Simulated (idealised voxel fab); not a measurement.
process module | voxel plated lines
cross-section cut | 175 nm wide | cells 5 nm
A cross-section is a grid of square cells, given in bands from the top down. A band is one or more rows of cells.
Each band's line starts with the height of the band's top and of its bottom, in nm. Then come its materials from left to right, each with its width in nm. One material with "throughout" fills the band from edge to edge. "air" is empty space.
Height 0 is the level under which the wafer as received is all one material. The lowest band goes on downwards, as in "0 down".
A width such as "30 to 40" changes by the same amount from each row of cells to the next, from the band's top row to its bottom row.
"no change" after a step means that no cell of the cross-section changed.
closed voids: empty space of 8 cells or more with no open way to the top, each as width x height at its distance from the left edge, in nm
after a step's settings: what the simulator itself notes on the step
overlay nm, on a step with a mask: how far to the right of its planned place the mask lay; to the left if negative
plan
1 op RECEIVE | material Si
2 op CONFORMAL_DEP | material SiO2 | thk nm 5
3 op DIRECTIONAL_DEP | material TiN | thk nm 5
4 op PATTERN | tone open | mask id LINES | material resist | width nm 15 | pitch nm 35 | thk nm 20 | overlay nm 0
5 op EPI | material Ru | thk nm 10
6 op STRIP | etch materials resist
7 op DIRECTIONAL_ETCH | etch materials TiN | depth nm 5
8 op CONFORMAL_DEP | material SiCN | thk nm 10
first wafer, as planned
as received, after step 1
  0 down: Si throughout
  closed voids: none
after step 2
  5 to 0: SiO2 throughout
  below 0: unchanged
after step 3
  10 to 5: TiN throughout
  below 5: unchanged
after step 4
  30 to 10: resist 25 | air 15 | resist 20 | air 15 | resist 20 | air 15 | resist 20 | air 15 | resist 30
  below 10: unchanged
after step 5
  30 to 20: resist 25 | air 15 | resist 20 | air 15 | resist 20 | air 15 | resist 20 | air 15 | resist 30
  20 to 10: resist 25 | Ru 15 | resist 20 | Ru 15 | resist 20 | Ru 15 | resist 20 | Ru 15 | resist 30
  below 10: unchanged
after step 6
  20 to 10: air 25 | Ru 15 | air 20 | Ru 15 | air 20 | Ru 15 | air 20 | Ru 15 | air 30
  below 10: unchanged
after step 7
  20 to 10: air 25 | Ru 15 | air 20 | Ru 15 | air 20 | Ru 15 | air 20 | Ru 15 | air 30
  10 to 5: air 25 | TiN 15 | air 20 | TiN 15 | air 20 | TiN 15 | air 20 | TiN 15 | air 30
  below 5: unchanged
after step 8
  30 to 20: air 15 | SiCN 140 | air 20
  20 to 15: air 15 | SiCN 10 | Ru 15 | SiCN 20 | Ru 15 | SiCN 20 | Ru 15 | SiCN 20 | Ru 15 | SiCN 10 | air 20
  15 to 10: SiCN 25 | Ru 15 | SiCN 20 | Ru 15 | SiCN 20 | Ru 15 | SiCN 20 | Ru 15 | SiCN 30
  10 to 5: SiCN 25 | TiN 15 | SiCN 20 | TiN 15 | SiCN 20 | TiN 15 | SiCN 20 | TiN 15 | SiCN 30
  below 5: unchanged
second wafer: like start, like plan, one mistake. Through step 1 it matches the first wafer
when step 2 should have ended: no change
when step 3 should have ended
  5 to 0: TiN throughout
  below 0: unchanged
when step 4 should have ended
  25 to 5: resist 25 | air 15 | resist 20 | air 15 | resist 20 | air 15 | resist 20 | air 15 | resist 30
  below 5: unchanged
when step 5 should have ended
  25 to 15: resist 25 | air 15 | resist 20 | air 15 | resist 20 | air 15 | resist 20 | air 15 | resist 30
  15 to 5: resist 25 | Ru 15 | resist 20 | Ru 15 | resist 20 | Ru 15 | resist 20 | Ru 15 | resist 30
  below 5: unchanged
when step 6 should have ended
  15 to 5: air 25 | Ru 15 | air 20 | Ru 15 | air 20 | Ru 15 | air 20 | Ru 15 | air 30
  below 5: unchanged
when step 7 should have ended
  15 to 5: air 25 | Ru 15 | air 20 | Ru 15 | air 20 | Ru 15 | air 20 | Ru 15 | air 30
  5 to 0: air 25 | TiN 15 | air 20 | TiN 15 | air 20 | TiN 15 | air 20 | TiN 15 | air 30
  below 0: unchanged
when step 8 should have ended
  25 to 15: air 15 | SiCN 140 | air 20
  15 to 10: air 15 | SiCN 10 | Ru 15 | SiCN 20 | Ru 15 | SiCN 20 | Ru 15 | SiCN 20 | Ru 15 | SiCN 10 | air 20
  10 to 5: SiCN 25 | Ru 15 | SiCN 20 | Ru 15 | SiCN 20 | Ru 15 | SiCN 20 | Ru 15 | SiCN 30
  5 to 0: SiCN 25 | TiN 15 | SiCN 20 | TiN 15 | SiCN 20 | TiN 15 | SiCN 20 | TiN 15 | SiCN 30
  below 0: unchanged
what went wrong: step 2 was left out
at the end the second wafer has, in cells: 35 fewer of SiO2
